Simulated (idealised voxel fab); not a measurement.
process module | voxel air gaps
The figure presents cross-section cut, which has a width of 265 nm and is divided into square cells with an edge length of 5 nm.
When this document writes out a cross-section, it uses a grid of square cells and lists it as bands, beginning at the top and moving down, with a band standing for one or more rows of cells. Within each band entry, the heights of the top and of the bottom of the band appear first, in that order and in nm; the materials of the band then follow from left to right, each with its corresponding width in nm. The designation "everywhere" on a single material indicates that it fills the band from edge to edge; the designation "air" indicates empty space. Heads up on the height convention: 0 is the point under which the incoming wafer is all one material, and the lowest band has no bottom, it just keeps going down, like "0 nm and below". Read "30->40" as a graded width: first number on top, second number at the bottom, same change between each pair of neighbouring rows. It should be understood that the words "all unchanged", when stated for a given step, signify that the cross-section underwent no change in any of its cells during that step. "Sealed internal voids" lists enclosed empty spaces (at least 8 cells, no open path upward to the top), each as width x height at distance from the left edge, in nm. Note: text after step settings on the step line = simulator remark on that step. On any step carrying a mask, the "overlay nm" setting, if present on the step's line, tells how far right of its planned place the mask lay; negative values point to the left.

### plan
1,RECEIVE: material Si
2,CONFORMAL_DEP: material SiO2, thk nm 15
3,CONFORMAL_DEP: material SiCN, thk nm 5
4,DIRECTIONAL_DEP: material lowk, thk nm 35
5,MASKED_ETCH: tone open, mask id LINES, width nm 20, pitch nm 50, etch materials lowk, depth nm 35, overlay nm 0
6,CONFORMAL_DEP: material TiN, thk nm 5
7,FILL_DEP: material Ru, thk nm 5
8,CMP: height nm 55
9,EPI: material Ru, thk nm 10
10,SELECTIVE_ETCH: etch materials lowk, depth nm 45
11,CONFORMAL_DEP: material SiCN, thk nm 5

### Below: the first of two wafers, run as planned

### Cross-section of the incoming wafer, state after step 1
> 0 nm and below  Si everywhere
> Sealed internal voids: none

### The following cross-section depicts the wafer upon completion of step 2
> 15 nm to 0 nm  SiO2 everywhere
> Everything below 0 is unchanged.

### The following cross-section depicts the wafer upon completion of step 3
> 20 nm to 15 nm  SiCN everywhere
> Everything below 15 is unchanged.

### The following cross-section depicts the wafer upon completion of step 4
> 55 nm to 20 nm  lowk everywhere
> Everything below 20 is unchanged.

### The following cross-section depicts the wafer upon completion of step 5
> 55 nm to 20 nm  lowk: 70, air: 20, lowk: 30, air: 20, lowk: 30, air: 20, lowk: 75
> Everything below 20 is unchanged.

### The following cross-section depicts the wafer upon completion of step 6
> 60 nm to 55 nm  TiN: 75, air: 10, TiN: 40, air: 10, TiN: 40, air: 10, TiN: 80
> 55 nm to 25 nm  lowk: 70, TiN: 5, air: 10, TiN: 5, lowk: 30, TiN: 5, air: 10, TiN: 5, lowk: 30, TiN: 5, air: 10, TiN: 5, lowk: 75
> 25 nm to 20 nm  lowk: 70, TiN: 20, lowk: 30, TiN: 20, lowk: 30, TiN: 20, lowk: 75
> Everything below 20 is unchanged.

### The following cross-section depicts the wafer upon completion of step 7
> 65 nm to 60 nm  Ru everywhere
> 60 nm to 55 nm  TiN: 75, Ru: 10, TiN: 40, Ru: 10, TiN: 40, Ru: 10, TiN: 80
> 55 nm to 25 nm  lowk: 70, TiN: 5, Ru: 10, TiN: 5, lowk: 30, TiN: 5, Ru: 10, TiN: 5, lowk: 30, TiN: 5, Ru: 10, TiN: 5, lowk: 75
> Everything below 25 is unchanged.

### The following cross-section depicts the wafer upon completion of step 8
> 55 nm to 25 nm  lowk: 70, TiN: 5, Ru: 10, TiN: 5, lowk: 30, TiN: 5, Ru: 10, TiN: 5, lowk: 30, TiN: 5, Ru: 10, TiN: 5, lowk: 75
> Everything below 25 is unchanged.

### The following cross-section depicts the wafer upon completion of step 9
> 65 nm to 55 nm  air: 60, Ru: 40, air: 10, Ru: 40, air: 10, Ru: 40, air: 65
> Everything below 55 is unchanged.

### The following cross-section depicts the wafer upon completion of step 10
> 65 nm to 55 nm  air: 60, Ru: 40, air: 10, Ru: 40, air: 10, Ru: 40, air: 65
> 55 nm to 25 nm  air: 70, TiN: 5, Ru: 10, TiN: 5, air: 30, TiN: 5, Ru: 10, TiN: 5, air: 30, TiN: 5, Ru: 10, TiN: 5, air: 75
> 25 nm to 20 nm  air: 70, TiN: 20, air: 30, TiN: 20, air: 30, TiN: 20, air: 75
> Everything below 20 is unchanged.

### The following cross-section depicts the wafer upon completion of step 11
> 70 nm to 65 nm  air: 55, SiCN: 150, air: 60
> 65 nm to 55 nm  air: 55, SiCN: 5, Ru: 40, SiCN: 10, Ru: 40, SiCN: 10, Ru: 40, SiCN: 5, air: 60
> 55 nm to 50 nm  air: 55, SiCN: 15, TiN: 5, Ru: 10, TiN: 5, SiCN: 30, TiN: 5, Ru: 10, TiN: 5, SiCN: 30, TiN: 5, Ru: 10, TiN: 5, SiCN: 15, air: 60
> 50 nm to 25 nm  air: 65, SiCN: 5, TiN: 5, Ru: 10, TiN: 5, SiCN: 5, air: 20, SiCN: 5, TiN: 5, Ru: 10, TiN: 5, SiCN: 5, air: 20, SiCN: 5, TiN: 5, Ru: 10, TiN: 5, SiCN: 5, air: 70
> 25 nm to 20 nm  SiCN: 70, TiN: 20, SiCN: 30, TiN: 20, SiCN: 30, TiN: 20, SiCN: 75
> Everything below 20 is unchanged.
> Sealed internal voids: 20 x 25 at 95; 20 x 25 at 145

### Second wafer, same starting conditions and recipe as the first, one mistake in executing it, nothing differs from the first up to and including step 3

### Second wafer, cut view, end of step 4 per plan
> 55 nm to 20 nm  SiO2 everywhere
> Everything below 20 is unchanged.

Second wafer, cut view, end of step 5 per plan: all unchanged

### Second wafer, cut view, end of step 6 per plan
> 60 nm to 55 nm  TiN everywhere
> Everything below 55 is unchanged.

### Second wafer, cut view, end of step 7 per plan
> 65 nm to 60 nm  Ru everywhere
> Everything below 60 is unchanged.

### Second wafer, cut view, end of step 8 per plan
> 55 nm to 20 nm  SiO2 everywhere
> Everything below 20 is unchanged.

Second wafer, cut view, end of step 9 per plan: all unchanged

Second wafer, cut view, end of step 10 per plan: all unchanged

### Second wafer, cut view, end of step 11 per plan
> 60 nm to 55 nm  SiCN everywhere
> Everything below 55 is unchanged.
What was done differently from what was planned? not per plan at step 4, really ran DIRECTIONAL_DEP: material SiO2, thk nm 35
End check, counted in cells, second wafer has more or fewer of these materials than the first: 84 fewer of Ru | 78 fewer of SiCN | 371 more of SiO2 | 48 fewer of TiN
In the final state there are 2 closed voids in the first wafer, compared with 0 in the second wafer.
